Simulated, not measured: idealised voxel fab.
Title: Process Module voxel self aligned contacts
cross-section cut | 250 nm wide | cells 5 nm
Cross-section, as written here: a square-cell grid given band by band from the top down, where a band holds one or more rows of cells. Heads up on the band format: heights come first, top then bottom, in nm. After that it's the materials left to right, each with its width in nm. A single material flagged "all across" fills the whole band edge to edge, and "blank" means there's empty space there. Convention: height 0 is the level below which the wafer, as received, is all one material. The lowest band does not terminate at the bottom but continues downward, represented as "0 -> down". With a width like "30->40", each row of cells in the band differs from the next by the same amount, the top row carrying the first number and the bottom row the second. The cross-section has no changed cell in any step marked "no modifications". Voids not open to the top, 8 cells minimum: see "Completely enclosed voids". Written width x height at distance; distance is from the left edge; nm. On a step's line, text after the settings is the simulator commenting on that step. What "overlay nm" on a step's line means: if the step has a mask, that mask lay this far to the right of its planned place, or, when the value is negative, to the left.

**plan**
1 RECEIVE, material Si
2 OXIDIZE, depth nm 5
3 DIRECTIONAL_DEP, material polySi, thk nm 25
4 DIRECTIONAL_DEP, material SiN, thk nm 20
5 MASKED_ETCH, tone cover, mask id GATE, width nm 25, pitch nm 70, etch materials SiN, depth nm 20, overlay nm 0
6 MASKED_ETCH, tone cover, mask id GATE, width nm 25, pitch nm 70, etch materials polySi, depth nm 25, overlay nm 0
7 CONFORMAL_DEP, material SiN, thk nm 10
8 DIRECTIONAL_ETCH, etch materials SiN, depth nm 10
9 FILL_DEP, material SiO2, thk nm 15
10 CMP, height nm 50
11 PATTERN, tone open, mask id CONTACT, material resist, width nm 55, thk nm 20, overlay nm 0
12 DIRECTIONAL_ETCH, etch materials SiO2, depth nm 55
13 STRIP, etch materials resist
14 CONFORMAL_DEP, material TiN, thk nm 5
15 FILL_DEP, material Ru, thk nm 10
16 CMP, height nm 50
17 CONFORMAL_DEP, material SiN, thk nm 5

**First of the two wafers, run per plan**

**Received-state cross-section, reflecting completion of step 1**
	0 -> down = Si all across
	Completely enclosed voids: none

**State of the wafer after step 2, shown in cross-section**
	0 -> -5 = SiO2 all across
	No changes below -5.

**State of the wafer after step 3, shown in cross-section**
	25 -> 0 = polySi all across
	No changes below 0.

**State of the wafer after step 4, shown in cross-section**
	45 -> 25 = SiN all across
	No changes below 25.

**State of the wafer after step 5, shown in cross-section**
	45 -> 25 = blank 75 nm | SiN 25 nm | blank 45 nm | SiN 25 nm | blank 80 nm
	No changes below 25.

**State of the wafer after step 6, shown in cross-section**
	45 -> 25 = blank 75 nm | SiN 25 nm | blank 45 nm | SiN 25 nm | blank 80 nm
	25 -> 0 = blank 75 nm | polySi 25 nm | blank 45 nm | polySi 25 nm | blank 80 nm
	No changes below 0.

**State of the wafer after step 7, shown in cross-section**
	55 -> 25 = blank 65 nm | SiN 45 nm | blank 25 nm | SiN 45 nm | blank 70 nm
	25 -> 10 = blank 65 nm | SiN 10 nm | polySi 25 nm | SiN 10 nm | blank 25 nm | SiN 10 nm | polySi 25 nm | SiN 10 nm | blank 70 nm
	10 -> 0 = SiN 75 nm | polySi 25 nm | SiN 45 nm | polySi 25 nm | SiN 80 nm
	No changes below 0.

**State of the wafer after step 8, shown in cross-section**
	45 -> 25 = blank 65 nm | SiN 45 nm | blank 25 nm | SiN 45 nm | blank 70 nm
	25 -> 0 = blank 65 nm | SiN 10 nm | polySi 25 nm | SiN 10 nm | blank 25 nm | SiN 10 nm | polySi 25 nm | SiN 10 nm | blank 70 nm
	No changes below 0.

**State of the wafer after step 9, shown in cross-section**
	60 -> 45 = SiO2 all across
	45 -> 25 = SiO2 65 nm | SiN 45 nm | SiO2 25 nm | SiN 45 nm | SiO2 70 nm
	25 -> 0 = SiO2 65 nm | SiN 10 nm | polySi 25 nm | SiN 10 nm | SiO2 25 nm | SiN 10 nm | polySi 25 nm | SiN 10 nm | SiO2 70 nm
	No changes below 0.

**State of the wafer after step 10, shown in cross-section**
	50 -> 45 = SiO2 all across
	No changes below 45.

**State of the wafer after step 11, shown in cross-section**
	70 -> 50 = resist 95 nm | blank 55 nm | resist 100 nm
	No changes below 50.

**State of the wafer after step 12, shown in cross-section**
	70 -> 50 = resist 95 nm | blank 55 nm | resist 100 nm
	50 -> 45 = SiO2 95 nm | blank 55 nm | SiO2 100 nm
	45 -> 25 = SiO2 65 nm | SiN 45 nm | blank 25 nm | SiN 45 nm | SiO2 70 nm
	25 -> 0 = SiO2 65 nm | SiN 10 nm | polySi 25 nm | SiN 10 nm | blank 25 nm | SiN 10 nm | polySi 25 nm | SiN 10 nm | SiO2 70 nm
	0 -> -5 = SiO2 110 nm | blank 25 nm | SiO2 115 nm
	No changes below -5.

**State of the wafer after step 13, shown in cross-section**
	50 -> 45 = SiO2 95 nm | blank 55 nm | SiO2 100 nm
	No changes below 45.

**State of the wafer after step 14, shown in cross-section**
	55 -> 50 = TiN 100 nm | blank 45 nm | TiN 105 nm
	50 -> 45 = SiO2 95 nm | TiN 20 nm | blank 15 nm | TiN 20 nm | SiO2 100 nm
	45 -> 25 = SiO2 65 nm | SiN 45 nm | TiN 5 nm | blank 15 nm | TiN 5 nm | SiN 45 nm | SiO2 70 nm
	25 -> 0 = SiO2 65 nm | SiN 10 nm | polySi 25 nm | SiN 10 nm | TiN 5 nm | blank 15 nm | TiN 5 nm | SiN 10 nm | polySi 25 nm | SiN 10 nm | SiO2 70 nm
	0 -> -5 = SiO2 110 nm | TiN 25 nm | SiO2 115 nm
	No changes below -5.

**State of the wafer after step 15, shown in cross-section**
	65 -> 55 = Ru all across
	55 -> 50 = TiN 100 nm | Ru 45 nm | TiN 105 nm
	50 -> 45 = SiO2 95 nm | TiN 20 nm | Ru 15 nm | TiN 20 nm | SiO2 100 nm
	45 -> 25 = SiO2 65 nm | SiN 45 nm | TiN 5 nm | Ru 15 nm | TiN 5 nm | SiN 45 nm | SiO2 70 nm
	25 -> 0 = SiO2 65 nm | SiN 10 nm | polySi 25 nm | SiN 10 nm | TiN 5 nm | Ru 15 nm | TiN 5 nm | SiN 10 nm | polySi 25 nm | SiN 10 nm | SiO2 70 nm
	No changes below 0.

**State of the wafer after step 16, shown in cross-section**
	50 -> 45 = SiO2 95 nm | TiN 20 nm | Ru 15 nm | TiN 20 nm | SiO2 100 nm
	No changes below 45.

**State of the wafer after step 17, shown in cross-section**
	55 -> 50 = SiN all across
	No changes below 50.

**It is to be noted that the second wafer proceeded from the same initial state and according to the same plan as the first, although one mistake was committed in its execution; through step 1, inclusive, the two wafers share an identical history**

**Planned end of step 2: second wafer, cross-section**
	25 -> 0 = polySi all across
	No changes below 0.

**Planned end of step 3: second wafer, cross-section**
	25 -> 20 = SiO2 all across
	No changes below 20.

**Planned end of step 4: second wafer, cross-section**
	45 -> 25 = SiN all across
	No changes below 25.

**Planned end of step 5: second wafer, cross-section**
	45 -> 25 = blank 75 nm | SiN 25 nm | blank 45 nm | SiN 25 nm | blank 80 nm
	No changes below 25.

Planned end of step 6: second wafer, cross-section: no modifications

**Planned end of step 7: second wafer, cross-section**
	55 -> 35 = blank 65 nm | SiN 45 nm | blank 25 nm | SiN 45 nm | blank 70 nm
	35 -> 25 = SiN all across
	No changes below 25.

**Planned end of step 8: second wafer, cross-section**
	45 -> 25 = blank 65 nm | SiN 45 nm | blank 25 nm | SiN 45 nm | blank 70 nm
	No changes below 25.

**Planned end of step 9: second wafer, cross-section**
	60 -> 45 = SiO2 all across
	45 -> 25 = SiO2 65 nm | SiN 45 nm | SiO2 25 nm | SiN 45 nm | SiO2 70 nm
	No changes below 25.

**Planned end of step 10: second wafer, cross-section**
	50 -> 45 = SiO2 all across
	No changes below 45.

**Planned end of step 11: second wafer, cross-section**
	70 -> 50 = resist 95 nm | blank 55 nm | resist 100 nm
	No changes below 50.

**Planned end of step 12: second wafer, cross-section**
	70 -> 50 = resist 95 nm | blank 55 nm | resist 100 nm
	50 -> 45 = SiO2 95 nm | blank 55 nm | SiO2 100 nm
	45 -> 25 = SiO2 65 nm | SiN 45 nm | blank 25 nm | SiN 45 nm | SiO2 70 nm
	25 -> 20 = SiO2 110 nm | blank 25 nm | SiO2 115 nm
	No changes below 20.

**Planned end of step 13: second wafer, cross-section**
	50 -> 45 = SiO2 95 nm | blank 55 nm | SiO2 100 nm
	No changes below 45.

**Planned end of step 14: second wafer, cross-section**
	55 -> 50 = TiN 100 nm | blank 45 nm | TiN 105 nm
	50 -> 45 = SiO2 95 nm | TiN 20 nm | blank 15 nm | TiN 20 nm | SiO2 100 nm
	45 -> 25 = SiO2 65 nm | SiN 45 nm | TiN 5 nm | blank 15 nm | TiN 5 nm | SiN 45 nm | SiO2 70 nm
	25 -> 20 = SiO2 110 nm | TiN 25 nm | SiO2 115 nm
	No changes below 20.

**Planned end of step 15: second wafer, cross-section**
	65 -> 55 = Ru all across
	55 -> 50 = TiN 100 nm | Ru 45 nm | TiN 105 nm
	50 -> 45 = SiO2 95 nm | TiN 20 nm | Ru 15 nm | TiN 20 nm | SiO2 100 nm
	45 -> 25 = SiO2 65 nm | SiN 45 nm | TiN 5 nm | Ru 15 nm | TiN 5 nm | SiN 45 nm | SiO2 70 nm
	No changes below 25.

**Planned end of step 16: second wafer, cross-section**
	50 -> 45 = SiO2 95 nm | TiN 20 nm | Ru 15 nm | TiN 20 nm | SiO2 100 nm
	No changes below 45.

**Planned end of step 17: second wafer, cross-section**
	55 -> 50 = SiN all across
	No changes below 50.
Finding, execution versus plan: plan vs actual: 2 and 3 interchanged
Per the end-of-run cell counts, the second wafer holds more or fewer of some materials than the first: 15 fewer of Ru | 50 more of Si | 40 fewer of SiN | 135 fewer of SiO2 | 10 fewer of TiN | 150 more of polySi
